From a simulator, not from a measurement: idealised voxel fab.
The following is a process module called voxel ribs on slabs.
Displayed cross-section: cut, width of 140 nm, square cells sized 5 nm.
A cross-section is written here as square cells arranged in a grid, and it is given in bands from the top down, each band taking up one or more rows of cells. Heights first: top, then bottom, in nm. Then materials, left to right, each with a width in nm. "everywhere" on a single material: fills the band edge to edge. "empty": empty space. A quick word on heights: they are counted from 0, and under that level the wafer as it came to us is one material throughout. The lowest band is different from the rest in having no bottom; it simply continues downward, written as in "0 down". A width such as "30..40" changes by the same amount from each row of cells to the next, from the band's top row to its bottom row. What does "no alteration" mean for a step? It means no cell of the cross-section changed in that step. Closed empty spaces (no open way to the top) of 8 cells or more are what "Unvented internal voids" lists, each as width x height at distance from the left edge, nm for all three. The remark found on a step's line after its settings is issued by the simulator itself and pertains to that step. You can add "overlay nm" to a step's line. For a step with a mask, it describes how far the mask lay to the right of its planned position, and a negative number describes a lay to the left.
### The process steps that were planned are listed below
1) RECEIVE [material Si]
2) DIRECTIONAL_DEP [material SiO2] [thk nm 20]
3) DIRECTIONAL_DEP [material polySi] [thk nm 25]
4) PATTERN [tone cover] [mask id RIB] [material resist] [width nm 30] [thk nm 15] [overlay nm 0]
5) DIRECTIONAL_ETCH [etch materials polySi] [depth nm 10]
6) STRIP [etch materials resist]
7) DIRECTIONAL_DEP [material aC] [thk nm 15]
8) PATTERN [tone cover] [mask id SLAB] [material resist] [width nm 90] [thk nm 30] [overlay nm 0]
9) DIRECTIONAL_ETCH [etch materials aC] [depth nm 15]
10) STRIP [etch materials resist]
11) DIRECTIONAL_ETCH [etch materials polySi] [depth nm 15]
12) STRIP [etch materials aC]
13) FILL_DEP [material SiO2] [thk nm 25]
14) CMP [height nm 60]
15) DIRECTIONAL_DEP [material W] [thk nm 10]
16) MASKED_ETCH [tone cover] [mask id HEATER] [width nm 40] [etch materials W] [depth nm 10] [overlay nm 0]
17) CONFORMAL_DEP [material SiN] [thk nm 10]
### first wafer, as planned
### Here's what the wafer looked like in cross-section when it arrived - that's after step 1
* 0 down: Si everywhere
* Unvented internal voids: none
### So this is the wafer cross-section right after step 2
* 20 to 0: SiO2 everywhere
* Under the height 0 nothing was changed.
### So this is the wafer cross-section right after step 3
* 45 to 20: polySi everywhere
* Under the height 20 nothing was changed.
### So this is the wafer cross-section right after step 4
* 60 to 45: empty 55 | resist 30 | empty 55
* Under the height 45 nothing was changed.
### So this is the wafer cross-section right after step 5
* 60 to 45: empty 55 | resist 30 | empty 55
* 45 to 35: empty 55 | polySi 30 | empty 55
* Under the height 35 nothing was changed.
### So this is the wafer cross-section right after step 6
* 45 to 35: empty 55 | polySi 30 | empty 55
* Under the height 35 nothing was changed.
### So this is the wafer cross-section right after step 7
* 60 to 50: empty 55 | aC 30 | empty 55
* 50 to 45: aC everywhere
* 45 to 35: aC 55 | polySi 30 | aC 55
* Under the height 35 nothing was changed.
### So this is the wafer cross-section right after step 8
* 90 to 60: empty 25 | resist 90 | empty 25
* 60 to 50: empty 25 | resist 30 | aC 30 | resist 30 | empty 25
* Under the height 50 nothing was changed.
### So this is the wafer cross-section right after step 9
* 75 to 60: empty 25 | resist 90 | empty 25
* 60 to 50: empty 25 | resist 30 | aC 30 | resist 30 | empty 25
* 50 to 45: empty 25 | aC 90 | empty 25
* 45 to 35: empty 25 | aC 30 | polySi 30 | aC 30 | empty 25
* Under the height 35 nothing was changed.
### So this is the wafer cross-section right after step 10
* 60 to 50: empty 55 | aC 30 | empty 55
* Under the height 50 nothing was changed.
### So this is the wafer cross-section right after step 11
* 60 to 50: empty 55 | aC 30 | empty 55
* 50 to 45: empty 25 | aC 90 | empty 25
* 45 to 35: empty 25 | aC 30 | polySi 30 | aC 30 | empty 25
* 35 to 20: empty 25 | polySi 90 | empty 25
* Under the height 20 nothing was changed.
### So this is the wafer cross-section right after step 12
* 45 to 35: empty 55 | polySi 30 | empty 55
* Under the height 35 nothing was changed.
### So this is the wafer cross-section right after step 13
* 70 to 45: SiO2 everywhere
* 45 to 35: SiO2 55 | polySi 30 | SiO2 55
* 35 to 20: SiO2 25 | polySi 90 | SiO2 25
* Under the height 20 nothing was changed.
### So this is the wafer cross-section right after step 14
* 60 to 45: SiO2 everywhere
* Under the height 45 nothing was changed.
### So this is the wafer cross-section right after step 15
* 70 to 60: W everywhere
* Under the height 60 nothing was changed.
### So this is the wafer cross-section right after step 16
* 70 to 60: empty 50 | W 40 | empty 50
* Under the height 60 nothing was changed.
### So this is the wafer cross-section right after step 17
* 80 to 70: empty 40 | SiN 60 | empty 40
* 70 to 60: SiN 50 | W 40 | SiN 50
* Under the height 60 nothing was changed.
### Regarding the second of the two wafers: it shared the first wafer's starting condition and process plan, yet one error occurred during its execution. Its history coincides with that of the first wafer up to and including step 3
### Cross-section of the second wafer at the time by which step 4 should have been completed according to the plan
* 60 to 45: empty 60 | resist 25 | empty 55
* Under the height 45 nothing was changed.
### Cross-section of the second wafer at the time by which step 5 should have been completed according to the plan
* 60 to 45: empty 60 | resist 25 | empty 55
* 45 to 35: empty 60 | polySi 25 | empty 55
* Under the height 35 nothing was changed.
### Cross-section of the second wafer at the time by which step 6 should have been completed according to the plan
* 45 to 35: empty 60 | polySi 25 | empty 55
* Under the height 35 nothing was changed.
### Cross-section of the second wafer at the time by which step 7 should have been completed according to the plan
* 60 to 50: empty 60 | aC 25 | empty 55
* 50 to 45: aC everywhere
* 45 to 35: aC 60 | polySi 25 | aC 55
* Under the height 35 nothing was changed.
### Cross-section of the second wafer at the time by which step 8 should have been completed according to the plan
* 90 to 60: empty 25 | resist 90 | empty 25
* 60 to 50: empty 25 | resist 35 | aC 25 | resist 30 | empty 25
* Under the height 50 nothing was changed.
### Cross-section of the second wafer at the time by which step 9 should have been completed according to the plan
* 75 to 60: empty 25 | resist 90 | empty 25
* 60 to 50: empty 25 | resist 35 | aC 25 | resist 30 | empty 25
* 50 to 45: empty 25 | aC 90 | empty 25
* 45 to 35: empty 25 | aC 35 | polySi 25 | aC 30 | empty 25
* Under the height 35 nothing was changed.
### Cross-section of the second wafer at the time by which step 10 should have been completed according to the plan
* 60 to 50: empty 60 | aC 25 | empty 55
* Under the height 50 nothing was changed.
### Cross-section of the second wafer at the time by which step 11 should have been completed according to the plan
* 60 to 50: empty 60 | aC 25 | empty 55
* 50 to 45: empty 25 | aC 90 | empty 25
* 45 to 35: empty 25 | aC 35 | polySi 25 | aC 30 | empty 25
* 35 to 20: empty 25 | polySi 90 | empty 25
* Under the height 20 nothing was changed.
### Cross-section of the second wafer at the time by which step 12 should have been completed according to the plan
* 45 to 35: empty 60 | polySi 25 | empty 55
* Under the height 35 nothing was changed.
### Cross-section of the second wafer at the time by which step 13 should have been completed according to the plan
* 70 to 45: SiO2 everywhere
* 45 to 35: SiO2 60 | polySi 25 | SiO2 55
* 35 to 20: SiO2 25 | polySi 90 | SiO2 25
* Under the height 20 nothing was changed.
### Cross-section of the second wafer at the time by which step 14 should have been completed according to the plan
* 60 to 45: SiO2 everywhere
* Under the height 45 nothing was changed.
### Cross-section of the second wafer at the time by which step 15 should have been completed according to the plan
* 70 to 60: W everywhere
* Under the height 60 nothing was changed.
### Cross-section of the second wafer at the time by which step 16 should have been completed according to the plan
* 70 to 60: empty 50 | W 40 | empty 50
* Under the height 60 nothing was changed.
### Cross-section of the second wafer at the time by which step 17 should have been completed according to the plan
* 80 to 70: empty 40 | SiN 60 | empty 40
* 70 to 60: SiN 50 | W 40 | SiN 50
* Under the height 60 nothing was changed.
Want to know what went wrong? step 4: run off-plan, actual operation and settings PATTERN [tone cover] [mask id RIB] [material resist] [width nm 25] [thk nm 15] [overlay nm 0]
Per the end-of-run cell counts, the second wafer holds more or fewer of some materials than the first: 2 more of SiO2, 2 fewer of polySi
